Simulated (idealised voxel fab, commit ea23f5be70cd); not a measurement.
The process module presented herein is designated voxel wiring stack.
Pictured: cross-section cut, 300 nm wide, on a grid of 5 nm square cells.
A cross-section is a grid of square cells, given in bands from the top down. A band is one or more rows of cells. Heights first: top, then bottom, in nm. Then materials, left to right, each with a width in nm. "all across" on a single material: fills the band edge to edge. "air": empty space. Heights are reckoned from 0. Under this level, the received wafer is all of one material. The bottommost band is open-ended downward, for example "0 down". Think of "30->40" as a width that walks from the first number to the second as you go down the band, top row to bottom row, taking equal-sized steps from row to row. Basically "all unchanged" means that step didn't change any cell in the cross-section. So "Encapsulated voids" is basically the list of trapped voids: any empty space of 8 cells or more that can't reach the top through an opening. They're written width x height at distance, the distance being from the left edge, and it's all nm. On a step's line, text after the settings is the simulator commenting on that step. Steps that use a mask can have "overlay nm" on their line. It says how far the mask sat to the right of where it was meant to be. Negative means to the left.
-- Set out below are the planned steps of the process
1 op RECEIVE | material Si
2 op CONFORMAL_DEP | material SiO2 | thk nm 15
3 op DIRECTIONAL_DEP | material TiN | thk nm 5
4 op DIRECTIONAL_DEP | material Ru | thk nm 25
5 op PATTERN | tone cover | mask id METAL_1 | material resist | width nm 20 | pitch nm 35 | thk nm 20 | overlay nm 0
6 op DIRECTIONAL_ETCH | etch materials Ru | depth nm 25
7 op DIRECTIONAL_ETCH | etch materials TiN | depth nm 5
8 op STRIP | etch materials resist
9 op FILL_DEP | material SiO2 | thk nm 5
10 op CMP | height nm 45
11 op CONFORMAL_DEP | material SiCN | thk nm 5
12 op DIRECTIONAL_DEP | material SiO2 | thk nm 30
13 op PATTERN | tone open | mask id METAL_2_HOLES | material resist | width nm 15 | pitch nm 35 | thk nm 20 | overlay nm 0
14 op DIRECTIONAL_ETCH | etch materials SiO2 | depth nm 30
15 op STRIP | etch materials resist
16 op PATTERN | tone open | mask id METAL_2 | material resist | width nm 20 | pitch nm 35 | thk nm 20 | overlay nm 0
17 op DIRECTIONAL_ETCH | etch materials SiO2 | depth nm 15
18 op DIRECTIONAL_ETCH | etch materials SiCN | depth nm 5
19 op STRIP | etch materials resist
20 op CONFORMAL_DEP | material TiN | thk nm 5
21 op FILL_DEP | material Cu | thk nm 10
22 op CMP | height nm 80
23 op CONFORMAL_DEP | material SiCN | thk nm 5
24 op DIRECTIONAL_DEP | material SiO2 | thk nm 10
25 op MASKED_ETCH | tone open | mask id PLUG_2 | width nm 15 | pitch nm 35 | etch materials SiO2 | depth nm 10 | overlay nm 0
26 op MASKED_ETCH | tone open | mask id PLUG_2 | width nm 15 | pitch nm 35 | etch materials SiCN | depth nm 5 | overlay nm 0
27 op EPI | material Ru | thk nm 10
28 op EPI | material Ru | thk nm 5
29 op DIRECTIONAL_DEP | material TiN | thk nm 5
30 op DIRECTIONAL_DEP | material Ru | thk nm 20
31 op MASKED_ETCH | tone cover | mask id METAL_3 | width nm 20 | pitch nm 35 | etch materials Ru | depth nm 20 | overlay nm 0
32 op MASKED_ETCH | tone cover | mask id METAL_3 | width nm 20 | pitch nm 35 | etch materials TiN | depth nm 5 | overlay nm 0
33 op FILL_DEP | material SiO2 | thk nm 10
34 op CMP | height nm 120
35 op CONFORMAL_DEP | material SiCN | thk nm 5
36 op DIRECTIONAL_DEP | material SiO2 | thk nm 20
37 op DIRECTIONAL_DEP | material aC | thk nm 10
38 op PATTERN | tone open | mask id PLUG_3 | material resist | width nm 15 | pitch nm 35 | thk nm 25 | overlay nm 0
39 op DIRECTIONAL_ETCH | etch materials aC | depth nm 10
40 op STRIP | etch materials resist
41 op DIRECTIONAL_ETCH | etch materials SiO2 | depth nm 20
42 op DIRECTIONAL_ETCH | etch materials SiCN | depth nm 5
43 op STRIP | etch materials aC
44 op CONFORMAL_DEP | material TiN | thk nm 5
45 op FILL_DEP | material Cu | thk nm 10
46 op CMP | height nm 145
47 op DIRECTIONAL_DEP | material TiN | thk nm 5
48 op DIRECTIONAL_DEP | material W | thk nm 25
49 op MASKED_ETCH | tone cover | mask id METAL_4 | width nm 20 | pitch nm 35 | etch materials W | depth nm 25 | overlay nm 0
50 op MASKED_ETCH | tone cover | mask id METAL_4 | width nm 20 | pitch nm 35 | etch materials TiN | depth nm 5 | overlay nm 0
51 op CONFORMAL_DEP | material SiN | thk nm 5
52 op FILL_DEP | material lowk | thk nm 5
53 op CMP | height nm 175
54 op CONFORMAL_DEP | material SiN | thk nm 5
-- Delivered wafer in cross-section: state after step 1
- 0 down | Si all across
- Encapsulated voids: none
-- The module was run from the start shown above using the plan shown above, but one mistake was made doing it; the resulting wafer cross-section is below
- 180 to 175 | SiN all across
- 175 to 150 | lowk (80); SiN (5); W (20); SiN (5); lowk (5); SiN (5); W (20); SiN (5); lowk (5); SiN (5); W (20); SiN (5); lowk (5); SiN (5); W (20); SiN (5); lowk (85)
- 150 to 145 | SiN (85); TiN (20); SiN (15); TiN (20); SiN (15); TiN (20); SiN (15); TiN (20); SiN (90)
- 145 to 125 | SiO2 (85); TiN (5); Cu (5); TiN (5); SiO2 (20); TiN (5); Cu (5); TiN (5); SiO2 (20); TiN (5); Cu (5); TiN (5); SiO2 (20); TiN (5); Cu (5); TiN (5); SiO2 (95)
- 125 to 120 | SiCN (85); TiN (15); SiCN (20); TiN (15); SiCN (20); TiN (15); SiCN (20); TiN (15); SiCN (95)
- 120 to 115 | SiO2 (85); TiN (20); SiO2 (15); TiN (20); SiO2 (15); TiN (20); SiO2 (15); TiN (20); SiO2 (90)
- 115 to 95 | Ru all across
- 95 to 85 | SiO2 (85); Ru (15); SiO2 (20); Ru (15); SiO2 (20); Ru (15); SiO2 (20); Ru (15); SiO2 (95)
- 85 to 80 | SiCN (85); Ru (15); SiCN (20); Ru (15); SiCN (20); Ru (15); SiCN (20); Ru (15); SiCN (95)
- 80 to 70 | SiO2 (85); TiN (5); Cu (10); TiN (5); SiO2 (15); TiN (5); Cu (10); TiN (5); SiO2 (15); TiN (5); Cu (10); TiN (5); SiO2 (15); TiN (5); Cu (10); TiN (5); SiO2 (90)
- 70 to 65 | SiO2 (85); TiN (5); Cu (5); TiN (10); SiO2 (15); TiN (5); Cu (5); TiN (10); SiO2 (15); TiN (5); Cu (5); TiN (10); SiO2 (15); TiN (5); Cu (5); TiN (10); SiO2 (90)
- 65 to 50 | SiO2 (85); TiN (5); Cu (5); TiN (5); SiO2 (20); TiN (5); Cu (5); TiN (5); SiO2 (20); TiN (5); Cu (5); TiN (5); SiO2 (20); TiN (5); Cu (5); TiN (5); SiO2 (95)
- 50 to 45 | SiCN (85); TiN (15); SiCN (20); TiN (15); SiCN (20); TiN (15); SiCN (20); TiN (15); SiCN (95)
- 45 to 20 | SiO2 (85); Ru (20); SiO2 (15); Ru (20); SiO2 (15); Ru (20); SiO2 (15); Ru (20); SiO2 (90)
- 20 to 15 | SiO2 (85); TiN (20); SiO2 (15); TiN (20); SiO2 (15); TiN (20); SiO2 (15); TiN (20); SiO2 (90)
- 15 to 0 | SiO2 all across
- 0 down | Si all across
- Encapsulated voids: none
Deviation from plan: it was found that steps 29 and 30 of the process plan had been performed in exchanged positions
